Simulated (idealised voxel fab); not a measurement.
The process module that follows is named voxel transistor to metal.
The cross-section on display is named cut; it measures 185 nm wide, and its cells are 5 nm squares.
Cross-section format: a grid of square cells, given as bands from top to bottom; each band is one or more rows of cells.
What a band's entry tells you: where the top is and where the bottom is, as heights in nm, and after that what lies inside, material by material from left to right, each with its width in nm. Empty space is written as the word "empty", and a single material marked with the word "all across" occupies the band from edge to edge.
Height reference: 0 = level under which incoming wafer is all one material. Lowest band: no bottom, runs on downward, e.g. "0..down".
The width entry "30..40" should be interpreted row by row: the top row of cells in the band takes the first number, the bottom row takes the second number, and the change between adjacent rows is uniform throughout.
Key: "nothing changed" - step with no changed cell in the cross-section.
"Unvented internal voids" means: voids of 8 cells or more that are shut off from the top with no open way through. Written width x height at distance, distance from the left edge, in nm.
Whatever follows a step's settings on its line is a remark the simulator itself makes about that step.
The optional step-line setting "overlay nm" applies to steps with a mask and quantifies how far to the right of its planned location the mask lay, a negative value indicating leftward placement.
Listed below are the process steps as planned
- 1: RECEIVE,material Si
- 2: OXIDIZE,depth nm 5
- 3: CONFORMAL_DEP,material SiN,thk nm 10
- 4: DIRECTIONAL_DEP,material aC,thk nm 15
- 5: PATTERN,tone cover,mask id ACTIVE,material resist,width nm 110,thk nm 30,overlay nm 0
- 6: DIRECTIONAL_ETCH,etch materials aC,depth nm 15
- 7: STRIP,etch materials resist
- 8: DIRECTIONAL_ETCH,etch materials SiN,depth nm 10
- 9: DIRECTIONAL_ETCH,etch materials SiO2,depth nm 5
- 10: DIRECTIONAL_ETCH,etch materials Si,depth nm 30
- 11: STRIP,etch materials aC
- 12: FILL_DEP,material SiO2,thk nm 15
- 13: CMP,height nm 10
- 14: SELECTIVE_ETCH,etch materials SiO2,depth nm 10
- 15: STRIP,etch materials SiN
- 16: SELECTIVE_ETCH,etch materials SiO2,depth nm 5
- 17: OXIDIZE,depth nm 5
- 18: DIRECTIONAL_DEP,material polySi,thk nm 20
- 19: DIRECTIONAL_DEP,material SiCN,thk nm 10
- 20: MASKED_ETCH,tone cover,mask id GATE,width nm 30,etch materials SiCN,depth nm 20,overlay nm 0
- 21: MASKED_ETCH,tone cover,mask id GATE,width nm 30,etch materials polySi,depth nm 30,overlay nm 0
- 22: CONFORMAL_DEP,material SiO2,thk nm 5
- 23: DIRECTIONAL_ETCH,etch materials SiO2,depth nm 5
- 24: CONFORMAL_DEP,material SiN,thk nm 5
- 25: DIRECTIONAL_ETCH,etch materials SiN,depth nm 5
- 26: DIRECTIONAL_ETCH,etch materials SiO2,depth nm 5
- 27: DIRECTIONAL_ETCH,etch materials Si,depth nm 10
- 28: EPI,material nSi,thk nm 15
- 29: FILL_DEP,material SiO2,thk nm 5
- 30: CMP,height nm 15
- 31: STRIP,etch materials polySi
- 32: SELECTIVE_ETCH,etch materials SiO2,depth nm 5
- 33: CONFORMAL_DEP,material HfO2,thk nm 5
- 34: CONFORMAL_DEP,material TiN,thk nm 5
- 35: FILL_DEP,material W,thk nm 10
- 36: CMP,height nm 10
- 37: DIRECTIONAL_DEP,material SiO2,thk nm 10
- 38: DIRECTIONAL_DEP,material aC,thk nm 10
- 39: PATTERN,tone open,mask id CONTACT,material resist,width nm 15,pitch nm 75,thk nm 30,overlay nm 0
- 40: DIRECTIONAL_ETCH,etch materials aC,depth nm 10
- 41: STRIP,etch materials resist
- 42: DIRECTIONAL_ETCH,etch materials SiO2,depth nm 25
- 43: STRIP,etch materials aC
- 44: CONFORMAL_DEP,material TiN,thk nm 5
- 45: FILL_DEP,material Ru,thk nm 10
- 46: CMP,height nm 20
- 47: CONFORMAL_DEP,material SiN,thk nm 5
- 48: DIRECTIONAL_DEP,material lowk,thk nm 25
- 49: MASKED_ETCH,tone open,mask id METAL_1,width nm 15,pitch nm 75,etch materials lowk,depth nm 25,overlay nm 0
- 50: MASKED_ETCH,tone open,mask id METAL_1,width nm 15,pitch nm 75,etch materials SiN,depth nm 5,overlay nm -15
- 51: CONFORMAL_DEP,material TiN,thk nm 5
- 52: FILL_DEP,material Ru,thk nm 10
- 53: CMP,height nm 50
- 54: EPI,material Ru,thk nm 5
- 55: FILL_DEP,material SiCN,thk nm 5
- 56: DIRECTIONAL_DEP,material lowk,thk nm 30
- 57: PATTERN,tone open,mask id METAL_2,material resist,width nm 15,pitch nm 75,thk nm 15,overlay nm 0
- 58: DIRECTIONAL_ETCH,etch materials lowk,depth nm 20
- 59: STRIP,etch materials resist
- 60: MASKED_ETCH,tone open,mask id METAL_2_HOLES,width nm 15,pitch nm 75,etch materials lowk,depth nm 10,overlay nm 0
- 61: MASKED_ETCH,tone open,mask id METAL_2_HOLES,width nm 15,pitch nm 75,etch materials SiCN,depth nm 5,overlay nm 0
- 62: CONFORMAL_DEP,material TiN,thk nm 5
- 63: FILL_DEP,material Cu,thk nm 10
- 64: CMP,height nm 90
- 65: CONFORMAL_DEP,material SiN,thk nm 5
Wafers differ in overlay nm at step 50; plan lists the first wafer's value; identical starting state.
First of several wafers (as received, post step 1), cross-sectional view
- 0..down: Si all across
- Unvented internal voids: none
Per wafer (row), end of module: delta in cells per material since receipt, (+) for gained, (-) for lost; closed voids after that
overlay nm -15; +12 Cu; +14 HfO2; +22 Ru; -173 Si; +58 SiCN; +80 SiN; +211 SiO2; +80 TiN; +8 W; +341 lowk; +50 nSi; Unvented internal voids: none
overlay nm -10; +12 Cu; +14 HfO2; +22 Ru; -173 Si; +58 SiCN; +78 SiN; +211 SiO2; +82 TiN; +8 W; +341 lowk; +50 nSi; Unvented internal voids: none
overlay nm -5; +12 Cu; +14 HfO2; +22 Ru; -173 Si; +58 SiCN; +76 SiN; +211 SiO2; +84 TiN; +8 W; +341 lowk; +50 nSi; Unvented internal voids: none
overlay nm 0; +12 Cu; +14 HfO2; +24 Ru; -173 Si; +58 SiCN; +74 SiN; +211 SiO2; +84 TiN; +8 W; +341 lowk; +50 nSi; Unvented internal voids: none
overlay nm 5; +12 Cu; +14 HfO2; +22 Ru; -173 Si; +58 SiCN; +76 SiN; +211 SiO2; +84 TiN; +8 W; +341 lowk; +50 nSi; Unvented internal voids: none
overlay nm 10; +12 Cu; +14 HfO2; +22 Ru; -173 Si; +58 SiCN; +78 SiN; +211 SiO2; +82 TiN; +8 W; +341 lowk; +50 nSi; Unvented internal voids: none
overlay nm 15; +12 Cu; +14 HfO2; +22 Ru; -173 Si; +58 SiCN; +80 SiN; +211 SiO2; +80 TiN; +8 W; +341 lowk; +50 nSi; Unvented internal voids: none
